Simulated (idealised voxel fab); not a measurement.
A process module follows: voxel wiring stack.
Section shown: cut. Width: 155 nm. Cell size: 5 nm, square.
Cross-sections here: square-cell grids, written as top-down lists of bands, a band being one or more rows of cells.
Look at the band entry: it leads with the top's height and the bottom's height in nm. Then it lists the materials left to right, with a width in nm for each. The word "edge to edge" on a single material says that material fills the band edge to edge. The word "empty" is empty space.
We count height from 0. Below that, the starting wafer is all one material. The lowest band never ends at the bottom but goes on down; see "0 and below" for how that is written.
With a width like "30->40", each row of cells in the band differs from the next by the same amount, the top row carrying the first number and the bottom row the second.
It should be understood that the words "all unchanged", when stated for a given step, signify that the cross-section underwent no change in any of its cells during that step.
The label "Enclosed internal cavities" introduces a list of the empty spaces, 8 cells or larger, that have no open way up to the top; each entry in it reads width x height at distance, where the distance is taken from the left edge and all three are stated in nm.
Text after the settings on a step's line: the simulator's own remark on that step.
"overlay nm" denotes, for a step that has a mask, the displacement of the mask to the right of its planned place, with negative values corresponding to the left.

[This section lists the process steps that were planned]
1: RECEIVE: material Si
2: CONFORMAL_DEP: material SiO2, thk nm 15
3: CONFORMAL_DEP: material SiN, thk nm 5
4: DIRECTIONAL_DEP: material SiO2, thk nm 25
5: DIRECTIONAL_DEP: material aC, thk nm 10
6: PATTERN: tone open, mask id METAL_1, material resist, width nm 25, pitch nm 45, thk nm 25, overlay nm 0
7: DIRECTIONAL_ETCH: etch materials aC, depth nm 10
8: STRIP: etch materials resist
9: DIRECTIONAL_ETCH: etch materials SiO2, depth nm 25
10: DIRECTIONAL_ETCH: etch materials SiN, depth nm 5
11: STRIP: etch materials aC
12: CONFORMAL_DEP: material TiN, thk nm 5
13: FILL_DEP: material Ru, thk nm 5
14: CMP: height nm 45
15: CONFORMAL_DEP: material SiCN, thk nm 5
16: DIRECTIONAL_DEP: material lowk, thk nm 25
17: DIRECTIONAL_DEP: material aC, thk nm 10
18: PATTERN: tone open, mask id METAL_2_HOLES, material resist, width nm 15, pitch nm 45, thk nm 30, overlay nm 0
19: DIRECTIONAL_ETCH: etch materials aC, depth nm 10
20: STRIP: etch materials resist
21: DIRECTIONAL_ETCH: etch materials lowk, depth nm 25
22: STRIP: etch materials aC
23: MASKED_ETCH: tone open, mask id METAL_2, width nm 25, pitch nm 45, etch materials lowk, depth nm 15, overlay nm 0
24: MASKED_ETCH: tone open, mask id METAL_2, width nm 25, pitch nm 45, etch materials SiCN, depth nm 5, overlay nm 0
25: CONFORMAL_DEP: material TiN, thk nm 5
26: FILL_DEP: material Cu, thk nm 10
27: CMP: height nm 75
28: CONFORMAL_DEP: material SiCN, thk nm 5
29: DIRECTIONAL_DEP: material SiO2, thk nm 35
30: PATTERN: tone open, mask id METAL_3_HOLES, material resist, width nm 15, thk nm 20, overlay nm 0
31: DIRECTIONAL_ETCH: etch materials SiO2, depth nm 35
32: STRIP: etch materials resist
33: PATTERN: tone open, mask id METAL_3, material resist, width nm 25, pitch nm 45, thk nm 15, overlay nm 0
34: DIRECTIONAL_ETCH: etch materials SiO2, depth nm 20
35: DIRECTIONAL_ETCH: etch materials SiCN, depth nm 5
36: STRIP: etch materials resist
37: CONFORMAL_DEP: material TiN, thk nm 5
38: FILL_DEP: material Cu, thk nm 5
39: CMP: height nm 115
40: CONFORMAL_DEP: material SiN, thk nm 5

[as received, after step 1]
	0 and below | Si edge to edge
	Enclosed internal cavities: none

[Here's the wafer cut in cross-section after the module, started and planned just like above, except one thing was done wrong in the run]
	120 down to 115 | SiN edge to edge
	115 down to 100 | SiO2 40 nm | TiN 5 nm | Cu 15 nm | TiN 5 nm | SiO2 20 nm | TiN 5 nm | Cu 15 nm | TiN 5 nm | SiO2 45 nm
	100 down to 95 | SiO2 40 nm | TiN 5 nm | Cu 10 nm | TiN 10 nm | SiO2 20 nm | TiN 25 nm | SiO2 45 nm
	95 down to 80 | SiO2 40 nm | TiN 5 nm | Cu 10 nm | TiN 5 nm | SiO2 95 nm
	80 down to 75 | SiCN 40 nm | TiN 20 nm | SiCN 95 nm
	75 down to 65 | lowk 40 nm | TiN 5 nm | Cu 15 nm | TiN 5 nm | lowk 20 nm | TiN 5 nm | Cu 15 nm | TiN 5 nm | lowk 45 nm
	65 down to 60 | lowk 40 nm | TiN 5 nm | Cu 5 nm | TiN 15 nm | lowk 20 nm | TiN 5 nm | Cu 5 nm | TiN 15 nm | lowk 45 nm
	60 down to 50 | lowk 40 nm | TiN 5 nm | Cu 5 nm | TiN 5 nm | lowk 30 nm | TiN 5 nm | Cu 5 nm | TiN 5 nm | lowk 55 nm
	50 down to 45 | SiCN 40 nm | TiN 15 nm | SiCN 30 nm | TiN 15 nm | SiCN 55 nm
	45 down to 20 | SiO2 40 nm | TiN 5 nm | Ru 15 nm | TiN 5 nm | SiO2 20 nm | TiN 5 nm | Ru 15 nm | TiN 5 nm | SiO2 45 nm
	20 down to 15 | SiN 40 nm | TiN 25 nm | SiN 20 nm | TiN 25 nm | SiN 45 nm
	15 down to 0 | SiO2 edge to edge
	0 and below | Si edge to edge
	Enclosed internal cavities: none
Where did the run depart from the plan? the process deviated at step 30: the operation and settings actually run there were PATTERN: tone open, mask id METAL_3_HOLES, material resist, width nm 20, thk nm 20, overlay nm 0
